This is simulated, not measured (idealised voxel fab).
process module | voxel capacitor over wiring
cross-section cut | 230 nm wide | cells 5 nm
A cross-section is a grid of square cells, given in bands from the top down. A band is one or more rows of cells.
Each band's line starts with the height of the band's top and of its bottom, in nm. Then come its materials from left to right, each with its width in nm. One material with "throughout" fills the band from edge to edge. "air" is empty space.
Height 0 is the level under which the wafer as received is all one material. The lowest band goes on downwards, as in "0 down".
A width such as "30 to 40" changes by the same amount from each row of cells to the next, from the band's top row to its bottom row.
"no change" after a step means that no cell of the cross-section changed.
closed voids: empty space of 8 cells or more with no open way to the top, each as width x height at its distance from the left edge, in nm
after a step's settings: what the simulator itself notes on the step
overlay nm, on a step with a mask: how far to the right of its planned place the mask lay; to the left if negative
plan
1 op RECEIVE | material Si
2 op CONFORMAL_DEP | material SiO2 | thk nm 10
3 op DIRECTIONAL_DEP | material TiN | thk nm 5
4 op DIRECTIONAL_DEP | material Ru | thk nm 25
5 op DIRECTIONAL_DEP | material aC | thk nm 15
6 op PATTERN | tone cover | mask id METAL_1 | material resist | width nm 25 | pitch nm 90 | thk nm 30 | overlay nm 0
7 op DIRECTIONAL_ETCH | etch materials aC | depth nm 15
8 op STRIP | etch materials resist
9 op DIRECTIONAL_ETCH | etch materials Ru | depth nm 25
10 op DIRECTIONAL_ETCH | etch materials TiN | depth nm 5
11 op STRIP | etch materials aC
12 op CONFORMAL_DEP | material SiCN | thk nm 5
13 op FILL_DEP | material SiO2 | thk nm 10
14 op CMP | height nm 40
15 op CONFORMAL_DEP | material SiCN | thk nm 5
16 op DIRECTIONAL_DEP | material SiO2 | thk nm 20
17 op PATTERN | tone open | mask id PLUG_1 | material resist | width nm 15 | thk nm 15 | overlay nm 0
18 op DIRECTIONAL_ETCH | etch materials SiO2 | depth nm 20
19 op DIRECTIONAL_ETCH | etch materials SiCN | depth nm 5
20 op STRIP | etch materials resist
21 op CONFORMAL_DEP | material TiN | thk nm 5
22 op FILL_DEP | material Ru | thk nm 5
23 op CMP | height nm 65
24 op DIRECTIONAL_DEP | material TiN | thk nm 5
25 op DIRECTIONAL_DEP | material HfO2 | thk nm 5
26 op DIRECTIONAL_DEP | material TiN | thk nm 5
27 op DIRECTIONAL_DEP | material aC | thk nm 10
28 op PATTERN | tone cover | mask id UPPER_PLATE | material resist | width nm 70 | thk nm 25 | overlay nm 0
29 op DIRECTIONAL_ETCH | etch materials aC | depth nm 10
30 op STRIP | etch materials resist
31 op DIRECTIONAL_ETCH | etch materials TiN | depth nm 5
32 op DIRECTIONAL_ETCH | etch materials HfO2 | depth nm 5
33 op STRIP | etch materials aC
34 op DIRECTIONAL_DEP | material aC | thk nm 10
35 op PATTERN | tone cover | mask id LOWER_PLATE | material resist | width nm 80 | thk nm 30 | overlay nm 0
36 op DIRECTIONAL_ETCH | etch materials aC | depth nm 10
37 op STRIP | etch materials resist
38 op DIRECTIONAL_ETCH | etch materials TiN | depth nm 5
39 op STRIP | etch materials aC
40 op FILL_DEP | material SiO2 | thk nm 15
41 op CMP | height nm 90
42 op PATTERN | tone open | mask id PLUG_2 | material resist | width nm 15 | thk nm 20 | overlay nm 0
43 op DIRECTIONAL_ETCH | etch materials SiO2 | depth nm 10
44 op STRIP | etch materials resist
45 op CONFORMAL_DEP | material TiN | thk nm 5
46 op FILL_DEP | material W | thk nm 10
47 op CMP | height nm 90
48 op CONFORMAL_DEP | material SiN | thk nm 5
first wafer, as planned
as received, after step 1
  0 down: Si throughout
  closed voids: none
after step 2
  10 to 0: SiO2 throughout
  below 0: unchanged
after step 3
  15 to 10: TiN throughout
  below 10: unchanged
after step 4
  40 to 15: Ru throughout
  below 15: unchanged
after step 5
  55 to 40: aC throughout
  below 40: unchanged
after step 6
  85 to 55: air 55 | resist 25 | air 65 | resist 25 | air 60
  below 55: unchanged
after step 7
  70 to 55: air 55 | resist 25 | air 65 | resist 25 | air 60
  55 to 40: air 55 | aC 25 | air 65 | aC 25 | air 60
  below 40: unchanged
after step 8
  55 to 40: air 55 | aC 25 | air 65 | aC 25 | air 60
  below 40: unchanged
after step 9
  55 to 40: air 55 | aC 25 | air 65 | aC 25 | air 60
  40 to 15: air 55 | Ru 25 | air 65 | Ru 25 | air 60
  below 15: unchanged
after step 10
  55 to 40: air 55 | aC 25 | air 65 | aC 25 | air 60
  40 to 15: air 55 | Ru 25 | air 65 | Ru 25 | air 60
  15 to 10: air 55 | TiN 25 | air 65 | TiN 25 | air 60
  below 10: unchanged
after step 11
  40 to 15: air 55 | Ru 25 | air 65 | Ru 25 | air 60
  below 15: unchanged
after step 12
  45 to 40: air 50 | SiCN 35 | air 55 | SiCN 35 | air 55
  40 to 15: air 50 | SiCN 5 | Ru 25 | SiCN 5 | air 55 | SiCN 5 | Ru 25 | SiCN 5 | air 55
  15 to 10: SiCN 55 | TiN 25 | SiCN 65 | TiN 25 | SiCN 60
  below 10: unchanged
after step 13
  55 to 45: SiO2 throughout
  45 to 40: SiO2 50 | SiCN 35 | SiO2 55 | SiCN 35 | SiO2 55
  40 to 15: SiO2 50 | SiCN 5 | Ru 25 | SiCN 5 | SiO2 55 | SiCN 5 | Ru 25 | SiCN 5 | SiO2 55
  below 15: unchanged
after step 14
  40 to 15: SiO2 50 | SiCN 5 | Ru 25 | SiCN 5 | SiO2 55 | SiCN 5 | Ru 25 | SiCN 5 | SiO2 55
  below 15: unchanged
after step 15
  45 to 40: SiCN throughout
  below 40: unchanged
after step 16
  65 to 45: SiO2 throughout
  below 45: unchanged
after step 17
  80 to 65: resist 65 | air 15 | resist 150
  below 65: unchanged
after step 18
  80 to 65: resist 65 | air 15 | resist 150
  65 to 45: SiO2 65 | air 15 | SiO2 150
  below 45: unchanged
after step 19
  80 to 65: resist 65 | air 15 | resist 150
  65 to 45: SiO2 65 | air 15 | SiO2 150
  45 to 40: SiCN 65 | air 15 | SiCN 150
  below 40: unchanged
after step 20
  65 to 45: SiO2 65 | air 15 | SiO2 150
  below 45: unchanged
after step 21
  70 to 65: TiN 70 | air 5 | TiN 155
  65 to 45: SiO2 65 | TiN 5 | air 5 | TiN 5 | SiO2 150
  45 to 40: SiCN 65 | TiN 15 | SiCN 150
  below 40: unchanged
after step 22
  75 to 70: Ru throughout
  70 to 65: TiN 70 | Ru 5 | TiN 155
  65 to 45: SiO2 65 | TiN 5 | Ru 5 | TiN 5 | SiO2 150
  below 45: unchanged
after step 23
  65 to 45: SiO2 65 | TiN 5 | Ru 5 | TiN 5 | SiO2 150
  below 45: unchanged
after step 24
  70 to 65: TiN throughout
  below 65: unchanged
after step 25
  75 to 70: HfO2 throughout
  below 70: unchanged
after step 26
  80 to 75: TiN throughout
  below 75: unchanged
after step 27
  90 to 80: aC throughout
  below 80: unchanged
after step 28
  115 to 90: air 65 | resist 70 | air 95
  below 90: unchanged
after step 29
  105 to 90: air 65 | resist 70 | air 95
  90 to 80: air 65 | aC 70 | air 95
  below 80: unchanged
after step 30
  90 to 80: air 65 | aC 70 | air 95
  below 80: unchanged
after step 31
  90 to 80: air 65 | aC 70 | air 95
  80 to 75: air 65 | TiN 70 | air 95
  below 75: unchanged
after step 32
  90 to 80: air 65 | aC 70 | air 95
  80 to 75: air 65 | TiN 70 | air 95
  75 to 70: air 65 | HfO2 70 | air 95
  below 70: unchanged
after step 33
  80 to 75: air 65 | TiN 70 | air 95
  below 75: unchanged
after step 34
  90 to 80: air 65 | aC 70 | air 95
  80 to 75: aC 65 | TiN 70 | aC 95
  75 to 70: aC 65 | HfO2 70 | aC 95
  below 70: unchanged
after step 35
  120 to 90: air 60 | resist 80 | air 90
  90 to 80: air 60 | resist 5 | aC 70 | resist 5 | air 90
  below 80: unchanged
after step 36
  110 to 90: air 60 | resist 80 | air 90
  90 to 80: air 60 | resist 5 | aC 70 | resist 5 | air 90
  80 to 75: air 60 | aC 5 | TiN 70 | aC 5 | air 90
  75 to 70: air 60 | aC 5 | HfO2 70 | aC 5 | air 90
  below 70: unchanged
after step 37
  90 to 80: air 65 | aC 70 | air 95
  below 80: unchanged
after step 38
  90 to 80: air 65 | aC 70 | air 95
  80 to 75: air 60 | aC 5 | TiN 70 | aC 5 | air 90
  75 to 70: air 60 | aC 5 | HfO2 70 | aC 5 | air 90
  70 to 65: air 60 | TiN 80 | air 90
  below 65: unchanged
after step 39
  80 to 75: air 65 | TiN 70 | air 95
  75 to 70: air 65 | HfO2 70 | air 95
  below 70: unchanged
after step 40
  95 to 80: SiO2 throughout
  80 to 75: SiO2 65 | TiN 70 | SiO2 95
  75 to 70: SiO2 65 | HfO2 70 | SiO2 95
  70 to 65: SiO2 60 | TiN 80 | SiO2 90
  below 65: unchanged
after step 41
  90 to 80: SiO2 throughout
  below 80: unchanged
after step 42
  110 to 90: resist 75 | air 15 | resist 140
  below 90: unchanged
after step 43
  110 to 90: resist 75 | air 15 | resist 140
  90 to 80: SiO2 75 | air 15 | SiO2 140
  below 80: unchanged
after step 44
  90 to 80: SiO2 75 | air 15 | SiO2 140
  below 80: unchanged
after step 45
  95 to 90: TiN 80 | air 5 | TiN 145
  90 to 85: SiO2 75 | TiN 5 | air 5 | TiN 5 | SiO2 140
  85 to 75: SiO2 75 to 65 | TiN 15 to 70 | SiO2 140 to 95
  below 75: unchanged
after step 46
  105 to 95: W throughout
  95 to 90: TiN 80 | W 5 | TiN 145
  90 to 85: SiO2 75 | TiN 5 | W 5 | TiN 5 | SiO2 140
  below 85: unchanged
after step 47
  90 to 85: SiO2 75 | TiN 5 | W 5 | TiN 5 | SiO2 140
  below 85: unchanged
after step 48
  95 to 90: SiN throughout
  below 90: unchanged
second wafer: like start, like plan, one mistake. Through step 17 it matches the first wafer
when step 18 should have ended
  80 to 65: resist 65 | air 15 | resist 150
  65 to 45: SiO2 65 | air 15 | SiO2 150
  below 45: unchanged
when step 19 should have ended
  80 to 65: resist 65 | air 15 | resist 150
  65 to 45: SiO2 65 | air 15 | SiO2 150
  45 to 40: SiCN 65 | air 15 | SiCN 150
  below 40: unchanged
when step 20 should have ended
  65 to 45: SiO2 65 | air 15 | SiO2 150
  below 45: unchanged
when step 21 should have ended
  70 to 65: TiN 70 | air 5 | TiN 155
  65 to 45: SiO2 65 | TiN 5 | air 5 | TiN 5 | SiO2 150
  45 to 40: SiCN 65 | TiN 15 | SiCN 150
  below 40: unchanged
when step 22 should have ended
  75 to 70: Ru throughout
  70 to 65: TiN 70 | Ru 5 | TiN 155
  65 to 45: SiO2 65 | TiN 5 | Ru 5 | TiN 5 | SiO2 150
  below 45: unchanged
when step 23 should have ended
  65 to 45: SiO2 65 | TiN 5 | Ru 5 | TiN 5 | SiO2 150
  below 45: unchanged
when step 24 should have ended
  70 to 65: TiN throughout
  below 65: unchanged
when step 25 should have ended
  75 to 70: HfO2 throughout
  below 70: unchanged
when step 26 should have ended
  80 to 75: TiN throughout
  below 75: unchanged
when step 27 should have ended
  90 to 80: aC throughout
  below 80: unchanged
when step 28 should have ended
  115 to 90: air 65 | resist 70 | air 95
  below 90: unchanged
when step 29 should have ended
  105 to 90: air 65 | resist 70 | air 95
  90 to 80: air 65 | aC 70 | air 95
  below 80: unchanged
when step 30 should have ended
  90 to 80: air 65 | aC 70 | air 95
  below 80: unchanged
when step 31 should have ended
  90 to 80: air 65 | aC 70 | air 95
  80 to 75: air 65 | TiN 70 | air 95
  below 75: unchanged
when step 32 should have ended
  90 to 80: air 65 | aC 70 | air 95
  80 to 75: air 65 | TiN 70 | air 95
  75 to 70: air 65 | HfO2 70 | air 95
  below 70: unchanged
when step 33 should have ended
  80 to 75: air 65 | TiN 70 | air 95
  below 75: unchanged
when step 34 should have ended
  90 to 80: air 65 | aC 70 | air 95
  80 to 75: aC 65 | TiN 70 | aC 95
  75 to 70: aC 65 | HfO2 70 | aC 95
  below 70: unchanged
when step 35 should have ended
  120 to 90: air 60 | resist 80 | air 90
  90 to 80: air 60 | resist 5 | aC 70 | resist 5 | air 90
  below 80: unchanged
when step 36 should have ended
  110 to 90: air 60 | resist 80 | air 90
  90 to 80: air 60 | resist 5 | aC 70 | resist 5 | air 90
  80 to 75: air 60 | aC 5 | TiN 70 | aC 5 | air 90
  75 to 70: air 60 | aC 5 | HfO2 70 | aC 5 | air 90
  below 70: unchanged
when step 37 should have ended
  90 to 80: air 65 | aC 70 | air 95
  below 80: unchanged
when step 38 should have ended
  90 to 80: air 65 | aC 70 | air 95
  80 to 75: air 60 | aC 5 | TiN 70 | aC 5 | air 90
  75 to 70: air 60 | aC 5 | HfO2 70 | aC 5 | air 90
  70 to 65: air 60 | TiN 80 | air 90
  below 65: unchanged
when step 39 should have ended
  80 to 75: air 65 | TiN 70 | air 95
  75 to 70: air 65 | HfO2 70 | air 95
  below 70: unchanged
when step 40 should have ended
  95 to 80: SiO2 throughout
  80 to 75: SiO2 65 | TiN 70 | SiO2 95
  75 to 70: SiO2 65 | HfO2 70 | SiO2 95
  70 to 65: SiO2 60 | TiN 80 | SiO2 90
  below 65: unchanged
when step 41 should have ended
  90 to 80: SiO2 throughout
  below 80: unchanged
when step 42 should have ended
  110 to 90: resist 75 | air 15 | resist 140
  below 90: unchanged
when step 43 should have ended
  110 to 90: resist 75 | air 15 | resist 140
  90 to 80: SiO2 75 | air 15 | SiO2 140
  below 80: unchanged
when step 44 should have ended
  90 to 80: SiO2 75 | air 15 | SiO2 140
  below 80: unchanged
when step 45 should have ended
  95 to 90: TiN 80 | air 5 | TiN 145
  90 to 85: SiO2 75 | TiN 5 | air 5 | TiN 5 | SiO2 140
  85 to 75: SiO2 75 to 65 | TiN 15 to 70 | SiO2 140 to 95
  below 75: unchanged
when step 46 should have ended
  105 to 95: W throughout
  95 to 90: TiN 80 | W 5 | TiN 145
  90 to 85: SiO2 75 | TiN 5 | W 5 | TiN 5 | SiO2 140
  below 85: unchanged
when step 47 should have ended
  90 to 85: SiO2 75 | TiN 5 | W 5 | TiN 5 | SiO2 140
  below 85: unchanged
when step 48 should have ended
  95 to 90: SiN throughout
  below 90: unchanged
what went wrong: step 18 was run twice
at the end the two cross-sections are the same: no effect in what this model computes
